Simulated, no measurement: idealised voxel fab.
Process module under the name voxel self aligned vias
Section cut is 250 nm wide and gridded with 5 nm square cells.
Cross-sections here: square-cell grids, written as top-down lists of bands, a band being one or more rows of cells.
Read a band's entry like this: the first values are the height of its top and the height of its bottom in nm, and what follows is the sequence of materials from left to right, each with its width in nm. Note that "blank" is empty space, and that a single material marked "all across" reaches across the band from edge to edge.
The level at which height equals 0 is the one under which the wafer, as it arrives, is entirely one material. No lower edge exists for the bottom band, which continues downward and is notated as in "0 and below".
Think of "30..40" as a width that walks from the first number to the second as you go down the band, top row to bottom row, taking equal-sized steps from row to row.
Any step labelled "no change" changed none of the cells in the cross-section.
Under "Closed internal cavities" you'll find the enclosed gaps, the ones with no way out to the top, that are 8 cells or bigger; each reads width x height at distance, with distance counted from the left edge, everything in nm.
The remark found on a step's line after its settings is issued by the simulator itself and pertains to that step.
overlay nm: step with mask; distance mask lay right of planned place; negative value = left of planned place.

Below is the list of planned process steps:
1. RECEIVE: material Si
2. CONFORMAL_DEP: material SiO2, thk nm 15
3. CONFORMAL_DEP: material SiCN, thk nm 5
4. DIRECTIONAL_DEP: material lowk, thk nm 25
5. MASKED_ETCH: tone open, mask id LINES, width nm 25, pitch nm 60, etch materials lowk, depth nm 25, overlay nm 0
6. CONFORMAL_DEP: material TiN, thk nm 5
7. FILL_DEP: material W, thk nm 5
8. CMP: height nm 45
9. SELECTIVE_ETCH: etch materials W Ru TiN, depth nm 10
10. FILL_DEP: material SiN, thk nm 5
11. CMP: height nm 45
12. DIRECTIONAL_DEP: material lowk, thk nm 20
13. DIRECTIONAL_DEP: material aC, thk nm 10
14. PATTERN: tone open, mask id VIAS, material resist, width nm 45, pitch nm 60, thk nm 30, overlay nm 0
15. DIRECTIONAL_ETCH: etch materials aC, depth nm 10
16. STRIP: etch materials resist
17. DIRECTIONAL_ETCH: etch materials lowk, depth nm 20
18. DIRECTIONAL_ETCH: etch materials SiN, depth nm 10
19. STRIP: etch materials aC
20. CONFORMAL_DEP: material TiN, thk nm 5
21. FILL_DEP: material Cu, thk nm 10
22. CMP: height nm 65
23. CONFORMAL_DEP: material SiCN, thk nm 5

Shown in cross-section is the wafer as received, that is, as it stands after step 1:
* 0 and below = Si all across
* Closed internal cavities: none

Starting wafer: above. Plan: above. Run: one mistake. Cross-section after the module: below:
* 70 down to 65 = SiCN all across
* 65 down to 50 = 70 lowk, 5 TiN, 35 Cu, 5 TiN, 15 lowk, 5 TiN, 35 Cu, 5 TiN, 75 lowk
* 50 down to 40 = 70..90 lowk, 25..5 TiN, 15 Cu, 5 TiN, 15..35 lowk, 25..5 TiN, 15 Cu, 5 TiN, 75 lowk
* 40 down to 35 = 90 lowk, 25 TiN, 35 lowk, 25 TiN, 75 lowk
* 35 down to 25 = 90 lowk, 5 TiN, 15 W, 5 TiN, 35 lowk, 5 TiN, 15 W, 5 TiN, 75 lowk
* 25 down to 20 = 90 lowk, 25 TiN, 35 lowk, 25 TiN, 75 lowk
* 20 down to 15 = SiCN all across
* 15 down to 0 = SiO2 all across
* 0 and below = Si all across
* Closed internal cavities: none
Which mistake was made when the wafer was run? step 5 off recipe, ran as MASKED_ETCH: tone open, mask id LINES, width nm 25, pitch nm 60, etch materials lowk, depth nm 25, overlay nm 10
